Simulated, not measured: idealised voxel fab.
process module | voxel wiring stack
cross-section cut | 190 nm wide | cells 5 nm
A cross-section is a grid of square cells, given in bands from the top down. A band is one or more rows of cells.
Each band's line starts with the height of the band's top and of its bottom, in nm. Then come its materials from left to right, each with its width in nm. One material with "throughout" fills the band from edge to edge. "air" is empty space.
Height 0 is the level under which the wafer as received is all one material. The lowest band goes on downwards, as in "0 down".
A width such as "30 to 40" changes by the same amount from each row of cells to the next, from the band's top row to its bottom row.
"no change" after a step means that no cell of the cross-section changed.
closed voids: empty space of 8 cells or more with no open way to the top, each as width x height at its distance from the left edge, in nm
after a step's settings: what the simulator itself notes on the step
overlay nm, on a step with a mask: how far to the right of its planned place the mask lay; to the left if negative
plan
1 op RECEIVE | material Si
2 op CONFORMAL_DEP | material SiO2 | thk nm 15
3 op CONFORMAL_DEP | material SiN | thk nm 5
4 op DIRECTIONAL_DEP | material lowk | thk nm 25
5 op PATTERN | tone open | mask id METAL_1 | material resist | width nm 20 | pitch nm 40 | thk nm 15 | overlay nm 0
6 op DIRECTIONAL_ETCH | etch materials lowk | depth nm 25
7 op DIRECTIONAL_ETCH | etch materials SiN | depth nm 5
8 op STRIP | etch materials resist
9 op CONFORMAL_DEP | material TiN | thk nm 5
10 op FILL_DEP | material W | thk nm 10
11 op CMP | height nm 45
12 op EPI | material Ru | thk nm 5
13 op FILL_DEP | material SiCN | thk nm 5
14 op DIRECTIONAL_DEP | material lowk | thk nm 30
15 op DIRECTIONAL_DEP | material aC | thk nm 10
16 op PATTERN | tone open | mask id METAL_2 | material resist | width nm 20 | pitch nm 40 | thk nm 25 | overlay nm 0
17 op DIRECTIONAL_ETCH | etch materials aC | depth nm 10
18 op STRIP | etch materials resist
19 op DIRECTIONAL_ETCH | etch materials lowk | depth nm 20
20 op STRIP | etch materials aC
21 op PATTERN | tone open | mask id METAL_2_HOLES | material resist | width nm 15 | pitch nm 40 | thk nm 20 | overlay nm 0
22 op DIRECTIONAL_ETCH | etch materials lowk | depth nm 10
23 op DIRECTIONAL_ETCH | etch materials SiCN | depth nm 5
24 op STRIP | etch materials resist
25 op CONFORMAL_DEP | material TiN | thk nm 5
26 op FILL_DEP | material Ru | thk nm 5
27 op CMP | height nm 85
28 op CONFORMAL_DEP | material SiCN | thk nm 5
29 op DIRECTIONAL_DEP | material lowk | thk nm 15
30 op DIRECTIONAL_DEP | material aC | thk nm 15
31 op PATTERN | tone open | mask id PLUG_2 | material resist | width nm 15 | thk nm 30 | overlay nm 0
32 op DIRECTIONAL_ETCH | etch materials aC | depth nm 15
33 op STRIP | etch materials resist
34 op DIRECTIONAL_ETCH | etch materials lowk | depth nm 15
35 op DIRECTIONAL_ETCH | etch materials SiCN | depth nm 5
36 op STRIP | etch materials aC
37 op CONFORMAL_DEP | material TiN | thk nm 5
38 op FILL_DEP | material Cu | thk nm 5
39 op CMP | height nm 105
40 op CONFORMAL_DEP | material SiCN | thk nm 5
41 op DIRECTIONAL_DEP | material SiO2 | thk nm 15
42 op PATTERN | tone open | mask id METAL_3 | material resist | width nm 20 | pitch nm 40 | thk nm 20 | overlay nm 0
43 op DIRECTIONAL_ETCH | etch materials SiO2 | depth nm 15
44 op DIRECTIONAL_ETCH | etch materials SiCN | depth nm 5
45 op STRIP | etch materials resist
46 op CONFORMAL_DEP | material TiN | thk nm 5
47 op FILL_DEP | material Cu | thk nm 10
48 op CMP | height nm 125
49 op CONFORMAL_DEP | material SiN | thk nm 5
as received, after step 1
  0 down: Si throughout
  closed voids: none
first wafer at the end, as planned
  130 to 125: SiN throughout
  125 to 110: SiO2 65 | TiN 5 | Cu 10 | TiN 5 | SiO2 20 | TiN 5 | Cu 10 | TiN 5 | SiO2 65
  110 to 105: SiCN 65 | TiN 20 | SiCN 20 | TiN 20 | SiCN 65
  105 to 90: lowk 65 | TiN 5 | Cu 5 | TiN 5 | lowk 110
  90 to 85: SiCN 65 | TiN 15 | SiCN 110
  85 to 70: lowk 65 | TiN 5 | Ru 10 | TiN 5 | lowk 20 | TiN 5 | Ru 10 | TiN 5 | lowk 65
  70 to 65: lowk 65 | TiN 5 | Ru 5 | TiN 10 | lowk 20 | TiN 5 | Ru 5 | TiN 10 | lowk 65
  65 to 55: lowk 65 | TiN 5 | Ru 5 | TiN 5 | lowk 25 | TiN 5 | Ru 5 | TiN 5 | lowk 70
  55 to 50: SiCN 65 | TiN 15 | SiCN 25 | TiN 15 | SiCN 70
  50 to 45: SiCN 60 | Ru 30 | SiCN 10 | Ru 30 | SiCN 60
  45 to 20: lowk 65 | TiN 5 | W 10 | TiN 5 | lowk 20 | TiN 5 | W 10 | TiN 5 | lowk 65
  20 to 15: SiN 65 | TiN 20 | SiN 20 | TiN 20 | SiN 65
  15 to 0: SiO2 throughout
  0 down: Si throughout
  closed voids: none
second wafer at the end: like start, like plan, one mistake
  130 to 125: SiN throughout
  125 to 120: SiCN 65 | TiN 20 | SiCN 20 | TiN 20 | SiCN 65
  120 to 105: SiO2 throughout
  105 to 90: lowk 65 | TiN 5 | Cu 5 | TiN 5 | lowk 110
  90 to 85: SiCN 65 | TiN 15 | SiCN 110
  85 to 70: lowk 65 | TiN 5 | Ru 10 | TiN 5 | lowk 20 | TiN 5 | Ru 10 | TiN 5 | lowk 65
  70 to 65: lowk 65 | TiN 5 | Ru 5 | TiN 10 | lowk 20 | TiN 5 | Ru 5 | TiN 10 | lowk 65
  65 to 55: lowk 65 | TiN 5 | Ru 5 | TiN 5 | lowk 25 | TiN 5 | Ru 5 | TiN 5 | lowk 70
  55 to 50: SiCN 65 | TiN 15 | SiCN 25 | TiN 15 | SiCN 70
  50 to 45: SiCN 60 | Ru 30 | SiCN 10 | Ru 30 | SiCN 60
  45 to 20: lowk 65 | TiN 5 | W 10 | TiN 5 | lowk 20 | TiN 5 | W 10 | TiN 5 | lowk 65
  20 to 15: SiN 65 | TiN 20 | SiN 20 | TiN 20 | SiN 65
  15 to 0: SiO2 throughout
  0 down: Si throughout
  closed voids: none
what went wrong: steps 40 and 41 were swapped
at the end the second wafer has, in cells: 12 fewer of Cu | 24 more of SiO2 | 12 fewer of TiN
